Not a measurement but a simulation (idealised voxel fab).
process module | voxel wiring stack
cross-section cut | 245 nm wide | cells 5 nm
A cross-section is a grid of square cells, given in bands from the top down. A band is one or more rows of cells.
Each band's line starts with the height of the band's top and of its bottom, in nm. Then come its materials from left to right, each with its width in nm. One material with "throughout" fills the band from edge to edge. "air" is empty space.
Height 0 is the level under which the wafer as received is all one material. The lowest band goes on downwards, as in "0 down".
A width such as "30 to 40" changes by the same amount from each row of cells to the next, from the band's top row to its bottom row.
"no change" after a step means that no cell of the cross-section changed.
closed voids: empty space of 8 cells or more with no open way to the top, each as width x height at its distance from the left edge, in nm
after a step's settings: what the simulator itself notes on the step
overlay nm, on a step with a mask: how far to the right of its planned place the mask lay; to the left if negative
plan
1 op RECEIVE | material Si
2 op CONFORMAL_DEP | material SiO2 | thk nm 10
3 op DIRECTIONAL_DEP | material TiN | thk nm 5
4 op DIRECTIONAL_DEP | material Ru | thk nm 20
5 op PATTERN | tone cover | mask id METAL_1 | material resist | width nm 20 | pitch nm 35 | thk nm 15 | overlay nm 0
6 op DIRECTIONAL_ETCH | etch materials Ru | depth nm 20
7 op DIRECTIONAL_ETCH | etch materials TiN | depth nm 5
8 op STRIP | etch materials resist
9 op CONFORMAL_DEP | material SiN | thk nm 5
10 op FILL_DEP | material SiO2 | thk nm 5
11 op CMP | height nm 35
12 op CONFORMAL_DEP | material SiCN | thk nm 5
13 op DIRECTIONAL_DEP | material SiO2 | thk nm 20
14 op DIRECTIONAL_DEP | material aC | thk nm 15
15 op PATTERN | tone open | mask id PLUG_1 | material resist | width nm 15 | pitch nm 70 | thk nm 30 | overlay nm 0
16 op DIRECTIONAL_ETCH | etch materials aC | depth nm 15
17 op STRIP | etch materials resist
18 op DIRECTIONAL_ETCH | etch materials SiO2 | depth nm 20
19 op DIRECTIONAL_ETCH | etch materials SiCN | depth nm 5
20 op STRIP | etch materials aC
21 op EPI | material Ru | thk nm 10
22 op EPI | material Ru | thk nm 10
23 op EPI | material Ru | thk nm 5
24 op DIRECTIONAL_DEP | material TiN | thk nm 5
25 op DIRECTIONAL_DEP | material Ru | thk nm 20
26 op MASKED_ETCH | tone cover | mask id METAL_2 | width nm 20 | pitch nm 35 | etch materials Ru | depth nm 20 | overlay nm 0
27 op MASKED_ETCH | tone cover | mask id METAL_2 | width nm 20 | pitch nm 35 | etch materials TiN | depth nm 5 | overlay nm 0
28 op FILL_DEP | material SiO2 | thk nm 10
29 op CMP | height nm 85
30 op CONFORMAL_DEP | material SiCN | thk nm 5
31 op DIRECTIONAL_DEP | material SiO2 | thk nm 15
32 op MASKED_ETCH | tone open | mask id PLUG_2 | width nm 15 | pitch nm 35 | etch materials SiO2 | depth nm 15 | overlay nm 0
33 op MASKED_ETCH | tone open | mask id PLUG_2 | width nm 15 | pitch nm 35 | etch materials SiCN | depth nm 5 | overlay nm 0
34 op CONFORMAL_DEP | material TiN | thk nm 5
35 op FILL_DEP | material W | thk nm 5
36 op CMP | height nm 105
37 op DIRECTIONAL_DEP | material TiN | thk nm 5
38 op DIRECTIONAL_DEP | material W | thk nm 25
39 op PATTERN | tone cover | mask id METAL_3 | material resist | width nm 20 | pitch nm 35 | thk nm 20 | overlay nm 0
40 op DIRECTIONAL_ETCH | etch materials W | depth nm 25
41 op DIRECTIONAL_ETCH | etch materials TiN | depth nm 5
42 op STRIP | etch materials resist
43 op FILL_DEP | material SiO2 | thk nm 5
44 op CMP | height nm 135
45 op CONFORMAL_DEP | material SiN | thk nm 5
as received, after step 1
  0 down: Si throughout
  closed voids: none
a wafer at the end: this start, this plan, one mistake
  140 to 135: SiN throughout
  135 to 110: SiO2 60 | W 20 | SiO2 15 | W 20 | SiO2 15 | W 20 | SiO2 15 | W 20 | SiO2 60
  110 to 105: SiO2 60 | TiN 20 | SiO2 15 | TiN 20 | SiO2 15 | TiN 20 | SiO2 15 | TiN 20 | SiO2 60
  105 to 90: SiO2 60 | TiN 5 | W 5 | TiN 5 | SiO2 20 | TiN 5 | W 5 | TiN 5 | SiO2 20 | TiN 5 | W 5 | TiN 5 | SiO2 20 | TiN 5 | W 5 | TiN 5 | SiO2 65
  90 to 85: SiCN 60 | TiN 15 | SiCN 20 | TiN 15 | SiCN 20 | TiN 15 | SiCN 20 | TiN 15 | SiCN 65
  85 to 65: SiO2 60 | Ru 20 | SiO2 15 | Ru 20 | SiO2 15 | Ru 20 | SiO2 15 | Ru 20 | SiO2 60
  65 to 60: SiO2 60 | TiN 20 | SiO2 15 | TiN 20 | SiO2 15 | TiN 20 | SiO2 15 | TiN 20 | SiO2 60
  60 to 40: SiO2 60 | Ru 15 | SiO2 55 | Ru 15 | SiO2 100
  40 to 35: SiCN 60 | Ru 15 | SiCN 55 | Ru 15 | SiCN 100
  35 to 20: SiO2 55 | SiN 5 | Ru 20 | SiN 5 | SiO2 5 | SiN 5 | Ru 20 | SiN 5 | SiO2 5 | SiN 5 | Ru 20 | SiN 5 | SiO2 5 | SiN 5 | Ru 20 | SiN 5 | SiO2 55
  20 to 15: SiN 60 | Ru 20 | SiN 15 | Ru 20 | SiN 15 | Ru 20 | SiN 15 | Ru 20 | SiN 60
  15 to 5: SiO2 throughout
  5 to 0: TiN throughout
  0 down: Si throughout
  closed voids: none
what went wrong: steps 2 and 3 were swapped
